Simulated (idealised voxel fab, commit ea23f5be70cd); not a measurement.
The following process module bears the name voxel trench capacitor.
In the cross-section labelled cut, the width is 275 nm and each square cell is 5 nm.
The cross-sections in this document take the form of a grid made of square cells. They are written out as bands, in order from top to bottom. Each band consists of one or more rows of cells.
Heads up on the band format: heights come first, top then bottom, in nm. After that it's the materials left to right, each with its width in nm. A single material flagged "all across" fills the whole band edge to edge, and "blank" means there's empty space there.
Height reference: 0 = level under which incoming wafer is all one material. Lowest band: no bottom, runs on downward, e.g. "0..down".
Width "30 to 40": first value at the band's top row of cells, second value at its bottom row, equal change from row to row.
A step reported as "all unchanged" is a step in which no cell of the cross-section changed.
"Closed void inventory": sealed empty spaces, 8 cells or more, no open way to top, listed width x height at distance, with distance from the left edge and width, height and distance in nm.
Step line, after settings: the simulator's comment on this step.
overlay nm: mask offset rightward from planned place, masked step; negative means leftward offset.

The planned process steps are enumerated hereunder
1. RECEIVE (material Si)
2. CONFORMAL_DEP (material SiN; thk nm 5)
3. MASKED_ETCH (tone open; mask id TRENCH; width nm 20; pitch nm 35; etch materials SiN; depth nm 5; overlay nm 0)
4. MASKED_ETCH (tone open; mask id TRENCH; width nm 20; pitch nm 35; etch materials Si; depth nm 40; overlay nm 0)
5. CONFORMAL_DEP (material Al2O3; thk nm 5)
6. FILL_DEP (material polySi; thk nm 5)
7. CMP (height nm 5)
It is noted that the wafers described herein are identical at the outset and are distinguished by the thk nm of step 2; the value stated in the plan corresponds to the first wafer.

Here's the first of the wafers in cross-section, just as we got it, i.e. after step 1
0..down = Si all across
Closed void inventory: none

End-of-module cross-section, first of several wafers, after last step 7
5..0 = SiN 75 nm  Al2O3 5 nm  polySi 10 nm  Al2O3 5 nm  SiN 15 nm  Al2O3 5 nm  polySi 10 nm  Al2O3 5 nm  SiN 15 nm  Al2O3 5 nm  polySi 10 nm  Al2O3 5 nm  SiN 15 nm  Al2O3 5 nm  polySi 10 nm  Al2O3 5 nm  SiN 75 nm
0..-35 = Si 75 nm  Al2O3 5 nm  polySi 10 nm  Al2O3 5 nm  Si 15 nm  Al2O3 5 nm  polySi 10 nm  Al2O3 5 nm  Si 15 nm  Al2O3 5 nm  polySi 10 nm  Al2O3 5 nm  Si 15 nm  Al2O3 5 nm  polySi 10 nm  Al2O3 5 nm  Si 75 nm
-35..-40 = Si 75 nm  Al2O3 20 nm  Si 15 nm  Al2O3 20 nm  Si 15 nm  Al2O3 20 nm  Si 15 nm  Al2O3 20 nm  Si 75 nm
-40..down = Si all across
Closed void inventory: none

X-section, last wafer, module end
5..0 = SiN all across
0..down = Si all across
Closed void inventory: none

Note: the following table is arranged by wafer, a row apiece. Each row reports the end-of-module state: per material, cells gained (+) or cells lost (-) compared with the wafer as received; closed voids follow
thk nm 5; +80 Al2O3; -128 Si; +39 SiN; +64 polySi; Closed void inventory: none
thk nm 10; +55 SiN; Closed void inventory: none
thk nm 15; +55 SiN; Closed void inventory: none
thk nm 20; +55 SiN; Closed void inventory: none
